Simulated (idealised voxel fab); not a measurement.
Process module, titled voxel transistor to metal
This is section cut - it's 195 nm across, gridded in 5 nm square cells.
If you're reading a cross-section in this doc, picture square cells in a grid; it comes to you as bands, top ones listed first down to the bottom, and a band can be one or more rows of cells. What a band's entry tells you: where the top is and where the bottom is, as heights in nm, and after that what lies inside, material by material from left to right, each with its width in nm. Empty space is written as the word "blank", and a single material marked with the word "all across" occupies the band from edge to edge. The reference from which all heights are counted is 0, the level beneath which the as-received wafer is entirely one material; the lowest band, having no lower bound, proceeds downward and is written after the example "z 0 and below". So if you see something like "30 to 40" for the width, read it as the top row of the band sitting at the first number and the bottom row at the second, with every row in between moving by the same amount as the last. Given "remained the same" for a step, no cell of the cross-section differs between before and after that step. "Voids, enclosed" lists enclosed empty spaces (at least 8 cells, no open path upward to the top), each as width x height at distance from the left edge, in nm. On a step's line, text after the settings is the simulator commenting on that step. overlay nm: how far to the right of its planned place the mask lay on this masked step (negative: to the left).
**So here's the lineup of process steps we planned**
| 1 | RECEIVE, material Si |
| 2 | OXIDIZE, depth nm 5 |
| 3 | CONFORMAL_DEP, material SiN, thk nm 15 |
| 4 | MASKED_ETCH, tone cover, mask id ACTIVE, width nm 100, etch materials SiN, depth nm 15, overlay nm 0 |
| 5 | MASKED_ETCH, tone cover, mask id ACTIVE, width nm 90, etch materials SiO2, depth nm 5, overlay nm 0 |
| 6 | MASKED_ETCH, tone cover, mask id ACTIVE, width nm 100, etch materials Si, depth nm 35, overlay nm 0 |
| 7 | OXIDIZE, depth nm 5 |
| 8 | FILL_DEP, material SiO2, thk nm 10 |
| 9 | CMP, height nm 15 |
| 10 | SELECTIVE_ETCH, etch materials SiO2, depth nm 5 |
| 11 | STRIP, etch materials SiN |
| 12 | SELECTIVE_ETCH, etch materials SiO2, depth nm 5 |
| 13 | OXIDIZE, depth nm 5 |
| 14 | DIRECTIONAL_DEP, material polySi, thk nm 20 |
| 15 | DIRECTIONAL_DEP, material SiCN, thk nm 15 |
| 16 | PATTERN, tone cover, mask id GATE, material resist, width nm 20, thk nm 20, overlay nm 0 |
| 17 | DIRECTIONAL_ETCH, etch materials SiCN, depth nm 25 |
| 18 | DIRECTIONAL_ETCH, etch materials polySi, depth nm 30 |
| 19 | STRIP, etch materials resist |
| 20 | CONFORMAL_DEP, material SiO2, thk nm 5 |
| 21 | DIRECTIONAL_ETCH, etch materials SiO2, depth nm 5 |
| 22 | CONFORMAL_DEP, material SiN, thk nm 10 |
| 23 | DIRECTIONAL_ETCH, etch materials SiN, depth nm 10 |
| 24 | DIRECTIONAL_ETCH, etch materials SiO2, depth nm 5 |
| 25 | EPI, material nSi, thk nm 5 |
| 26 | FILL_DEP, material SiO2, thk nm 5 |
| 27 | CMP, height nm 30 |
| 28 | DIRECTIONAL_DEP, material SiO2, thk nm 15 |
| 29 | MASKED_ETCH, tone open, mask id CONTACT, width nm 25, pitch nm 55, etch materials SiO2, depth nm 50, overlay nm 0 |
| 30 | CONFORMAL_DEP, material TiN, thk nm 5 |
| 31 | FILL_DEP, material W, thk nm 5 |
| 32 | CMP, height nm 45 |
| 33 | DIRECTIONAL_DEP, material TiN, thk nm 5 |
| 34 | DIRECTIONAL_DEP, material Ru, thk nm 15 |
| 35 | DIRECTIONAL_DEP, material aC, thk nm 10 |
| 36 | PATTERN, tone cover, mask id METAL_1, material resist, width nm 15, pitch nm 65, thk nm 30, overlay nm 0 |
| 37 | DIRECTIONAL_ETCH, etch materials aC, depth nm 10 |
| 38 | STRIP, etch materials resist |
| 39 | DIRECTIONAL_ETCH, etch materials Ru, depth nm 15 |
| 40 | DIRECTIONAL_ETCH, etch materials TiN, depth nm 5 |
| 41 | STRIP, etch materials aC |
| 42 | CONFORMAL_DEP, material SiCN, thk nm 5 |
| 43 | FILL_DEP, material lowk, thk nm 5 |
| 44 | CMP, height nm 65 |
| 45 | CONFORMAL_DEP, material SiN, thk nm 5 |
What sets these wafers apart? The width nm at step 5. They all start alike, and the plan carries the first wafer's value.
**Cross-section of the first of several wafers on receipt, reflecting completion of step 1**
z 0 and below: Si all across
Voids, enclosed: none
**wafer rows; end of module; cells per material since receipt: (+) gained, (-) lost; then closed voids**
width nm 90; +18 Ru; -225 Si; +57 SiCN; +75 SiN; +434 SiO2; +52 TiN; +26 W; +87 lowk; +6 nSi; +16 polySi; Voids, enclosed: none
width nm 95; +18 Ru; -225 Si; +57 SiCN; +75 SiN; +434 SiO2; +52 TiN; +26 W; +87 lowk; +6 nSi; +16 polySi; Voids, enclosed: none
width nm 100; +18 Ru; -225 Si; +57 SiCN; +75 SiN; +434 SiO2; +52 TiN; +26 W; +87 lowk; +6 nSi; +16 polySi; Voids, enclosed: none
width nm 105; +18 Ru; -218 Si; +57 SiCN; +75 SiN; +427 SiO2; +52 TiN; +26 W; +87 lowk; +6 nSi; +16 polySi; Voids, enclosed: none
width nm 110; +18 Ru; -211 Si; +57 SiCN; +75 SiN; +420 SiO2; +52 TiN; +26 W; +87 lowk; +6 nSi; +16 polySi; Voids, enclosed: none
width nm 115; +18 Ru; -204 Si; +57 SiCN; +75 SiN; +413 SiO2; +52 TiN; +26 W; +87 lowk; +6 nSi; +16 polySi; Voids, enclosed: none
